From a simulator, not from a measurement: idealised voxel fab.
process module | voxel double patterning
cross-section cut | 175 nm wide | cells 5 nm
A cross-section is a grid of square cells, given in bands from the top down. A band is one or more rows of cells.
Each band's line starts with the height of the band's top and of its bottom, in nm. Then come its materials from left to right, each with its width in nm. One material with "throughout" fills the band from edge to edge. "air" is empty space.
Height 0 is the level under which the wafer as received is all one material. The lowest band goes on downwards, as in "0 down".
A width such as "30 to 40" changes by the same amount from each row of cells to the next, from the band's top row to its bottom row.
"no change" after a step means that no cell of the cross-section changed.
closed voids: empty space of 8 cells or more with no open way to the top, each as width x height at its distance from the left edge, in nm
after a step's settings: what the simulator itself notes on the step
overlay nm, on a step with a mask: how far to the right of its planned place the mask lay; to the left if negative
plan
1 op RECEIVE | material Si
2 op CONFORMAL_DEP | material SiN | thk nm 10
3 op DIRECTIONAL_DEP | material SiO2 | thk nm 15
4 op DIRECTIONAL_DEP | material SiCN | thk nm 5
5 op MASKED_ETCH | tone open | mask id FIRST | width nm 15 | pitch nm 50 | etch materials SiCN | depth nm 5 | overlay nm 0
6 op DIRECTIONAL_DEP | material aC | thk nm 15
7 op PATTERN | tone open | mask id SECOND | material resist | width nm 15 | thk nm 35 | overlay nm 0
8 op DIRECTIONAL_ETCH | etch materials aC | depth nm 15
9 op STRIP | etch materials resist
10 op DIRECTIONAL_ETCH | etch materials SiCN | depth nm 5
11 op STRIP | etch materials aC
12 op DIRECTIONAL_ETCH | etch materials SiO2 | depth nm 15
13 op STRIP | etch materials SiCN
first wafer, as planned
as received, after step 1
  0 down: Si throughout
  closed voids: none
after step 2
  10 to 0: SiN throughout
  below 0: unchanged
after step 3
  25 to 10: SiO2 throughout
  below 10: unchanged
after step 4
  30 to 25: SiCN throughout
  below 25: unchanged
after step 5
  30 to 25: SiCN 55 | air 15 | SiCN 35 | air 15 | SiCN 55
  below 25: unchanged
after step 6
  45 to 40: aC 55 | air 15 | aC 35 | air 15 | aC 55
  40 to 30: aC throughout
  30 to 25: SiCN 55 | aC 15 | SiCN 35 | aC 15 | SiCN 55
  below 25: unchanged
after step 7
  80 to 45: resist 80 | air 15 | resist 80
  45 to 40: aC 55 | resist 15 | aC 35 | resist 15 | aC 55
  below 40: unchanged
after step 8
  65 to 45: resist 80 | air 15 | resist 80
  45 to 40: aC 55 | resist 15 | aC 10 | air 15 | aC 10 | resist 15 | aC 55
  40 to 30: aC 80 | air 15 | aC 80
  below 30: unchanged
after step 9
  45 to 40: aC 55 | air 15 | aC 10 | air 15 | aC 10 | air 15 | aC 55
  below 40: unchanged
after step 10
  45 to 40: aC 55 | air 15 | aC 10 | air 15 | aC 10 | air 15 | aC 55
  40 to 30: aC 80 | air 15 | aC 80
  30 to 25: SiCN 55 | aC 15 | SiCN 10 | air 15 | SiCN 10 | aC 15 | SiCN 55
  below 25: unchanged
after step 11
  30 to 25: SiCN 55 | air 15 | SiCN 10 | air 15 | SiCN 10 | air 15 | SiCN 55
  below 25: unchanged
after step 12
  30 to 25: SiCN 55 | air 15 | SiCN 10 | air 15 | SiCN 10 | air 15 | SiCN 55
  25 to 10: SiO2 55 | air 15 | SiO2 10 | air 15 | SiO2 10 | air 15 | SiO2 55
  below 10: unchanged
after step 13
  25 to 10: SiO2 55 | air 15 | SiO2 10 | air 15 | SiO2 10 | air 15 | SiO2 55
  below 10: unchanged
second wafer: like start, like plan, one mistake. Through step 2 it matches the first wafer
when step 3 should have ended
  40 to 10: SiO2 throughout
  below 10: unchanged
when step 4 should have ended
  45 to 40: SiCN throughout
  below 40: unchanged
when step 5 should have ended
  45 to 40: SiCN 55 | air 15 | SiCN 35 | air 15 | SiCN 55
  below 40: unchanged
when step 6 should have ended
  60 to 55: aC 55 | air 15 | aC 35 | air 15 | aC 55
  55 to 45: aC throughout
  45 to 40: SiCN 55 | aC 15 | SiCN 35 | aC 15 | SiCN 55
  below 40: unchanged
when step 7 should have ended
  95 to 60: resist 80 | air 15 | resist 80
  60 to 55: aC 55 | resist 15 | aC 35 | resist 15 | aC 55
  below 55: unchanged
when step 8 should have ended
  80 to 60: resist 80 | air 15 | resist 80
  60 to 55: aC 55 | resist 15 | aC 10 | air 15 | aC 10 | resist 15 | aC 55
  55 to 45: aC 80 | air 15 | aC 80
  below 45: unchanged
when step 9 should have ended
  60 to 55: aC 55 | air 15 | aC 10 | air 15 | aC 10 | air 15 | aC 55
  below 55: unchanged
when step 10 should have ended
  60 to 55: aC 55 | air 15 | aC 10 | air 15 | aC 10 | air 15 | aC 55
  55 to 45: aC 80 | air 15 | aC 80
  45 to 40: SiCN 55 | aC 15 | SiCN 10 | air 15 | SiCN 10 | aC 15 | SiCN 55
  below 40: unchanged
when step 11 should have ended
  45 to 40: SiCN 55 | air 15 | SiCN 10 | air 15 | SiCN 10 | air 15 | SiCN 55
  below 40: unchanged
when step 12 should have ended
  45 to 40: SiCN 55 | air 15 | SiCN 10 | air 15 | SiCN 10 | air 15 | SiCN 55
  40 to 25: SiO2 55 | air 15 | SiO2 10 | air 15 | SiO2 10 | air 15 | SiO2 55
  below 25: unchanged
when step 13 should have ended
  40 to 25: SiO2 55 | air 15 | SiO2 10 | air 15 | SiO2 10 | air 15 | SiO2 55
  below 25: unchanged
what went wrong: step 3 was run twice
at the end the second wafer has, in cells: 105 more of SiO2
